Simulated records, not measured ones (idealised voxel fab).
This section sets out a process module, namely voxel double patterning.
The cross-section on display is named cut; it measures 295 nm wide, and its cells are 5 nm squares.
Notation: cross-section as square-cell grid; stated in bands, top first, going down; one or more cell rows per band.
For a band, the entry starts with two heights in nm, that of the top and then that of the bottom, and carries on with the band's materials in order from left to right, each alongside its width in nm; the word "throughout" beside a single material means it fills the band edge to edge, and "air" means empty space.
Convention: height 0 is the level below which the wafer, as received, is all one material. The lowest band does not terminate at the bottom but continues downward, represented as "z 0 and below".
Read "30->40" as a graded width: first number on top, second number at the bottom, same change between each pair of neighbouring rows.
"nothing was modified" means the step left every cell of the cross-section as it was.
What "Sealed-off cavities" gives you is every empty space of 8 cells or more that is cut off from the top. Each appears as width x height at distance, with the distance taken from the left edge and width, height and distance all in nm.
Formally, on a step line, whatever follows the settings is a remark that the simulator itself makes on the step.
overlay nm: where the mask lay relative to plan, measured to the right, on steps with a mask; negatives go left.
Process steps foreseen in the plan
1 RECEIVE (material Si)
2 CONFORMAL_DEP (material SiO2; thk nm 5)
3 DIRECTIONAL_DEP (material W; thk nm 20)
4 DIRECTIONAL_DEP (material SiN; thk nm 10)
5 MASKED_ETCH (tone open; mask id FIRST; width nm 15; pitch nm 50; etch materials SiN; depth nm 10; overlay nm 0)
6 DIRECTIONAL_DEP (material aC; thk nm 10)
7 PATTERN (tone open; mask id SECOND; material resist; width nm 15; pitch nm 50; thk nm 30; overlay nm 0)
8 DIRECTIONAL_ETCH (etch materials aC; depth nm 10)
9 STRIP (etch materials resist)
10 DIRECTIONAL_ETCH (etch materials SiN; depth nm 10)
11 STRIP (etch materials aC)
12 DIRECTIONAL_ETCH (etch materials W; depth nm 20)
13 STRIP (etch materials SiN)
So this is the incoming wafer in cross-section - it's already been through step 1
* z 0 and below: Si throughout
* Sealed-off cavities: none
One mistake in running the module, otherwise start and plan as above: cross-section at the end
* z 25 to 5: W (90); air (20); W (5); air (15); W (10); air (20); W (5); air (15); W (10); air (20); W (85)
* z 5 to 0: SiO2 throughout
* z 0 and below: Si throughout
* Sealed-off cavities: none
What went wrong in running the wafer? step 5: run off-plan, actual operation and settings MASKED_ETCH (tone open; mask id FIRST; width nm 20; pitch nm 50; etch materials SiN; depth nm 10; overlay nm 0)
